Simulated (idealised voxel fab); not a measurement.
The following is a process module called voxel released beams.
Pictured: cross-section cut, 235 nm wide, on a grid of 5 nm square cells.
Think of the cross-section as a grid of square cells. We describe it in bands, top to bottom, and each band covers one or more rows of those cells. Within each band entry, the heights of the top and of the bottom of the band appear first, in that order and in nm; the materials of the band then follow from left to right, each with its corresponding width in nm. The designation "full width" on a single material indicates that it fills the band from edge to edge; the designation "air" indicates empty space. Height reference: 0 = level under which incoming wafer is all one material. Lowest band: no bottom, runs on downward, e.g. "0..down". When a width is written as two numbers, as in "30->40", the first number is the width in the top row of cells of the band and the second is the width in its bottom row, and the width changes by the same amount from each row to the next. Key: "no modifications" - step with no changed cell in the cross-section. Closed-off voids of 8+ cells (no open route to the top) go in "Enclosed internal cavities", written width x height at distance from the left edge, in nm. Read whatever lies past the settings on a step's line as the simulator's own remark about the step. overlay nm: mask offset rightward from planned place, masked step; negative means leftward offset.

**The steps planned for the process are as follows**
1: RECEIVE | material Si
2: CONFORMAL_DEP | material Al2O3 | thk nm 10
3: DIRECTIONAL_DEP | material SiO2 | thk nm 15
4: MASKED_ETCH | tone open | mask id ANCHOR | width nm 30 | etch materials SiO2 | depth nm 15 | overlay nm 0
5: CONFORMAL_DEP | material polySi | thk nm 10
6: MASKED_ETCH | tone cover | mask id BEAM | width nm 100 | etch materials polySi | depth nm 10 | overlay nm 0
7: STRIP | etch materials SiO2

**Cross-section, incoming material, after step 1**
    0..down = Si full width
    Enclosed internal cavities: none

**Cross-section, end of module. Start: as above. Plan: as above. Execution: one mistake**
    35..25 = air 65  polySi 100  air 70
    25..10 = polySi full width
    10..0 = Al2O3 full width
    0..down = Si full width
    Enclosed internal cavities: none
Where did the run depart from the plan? not per plan at step 3, really ran DIRECTIONAL_DEP | material polySi | thk nm 15
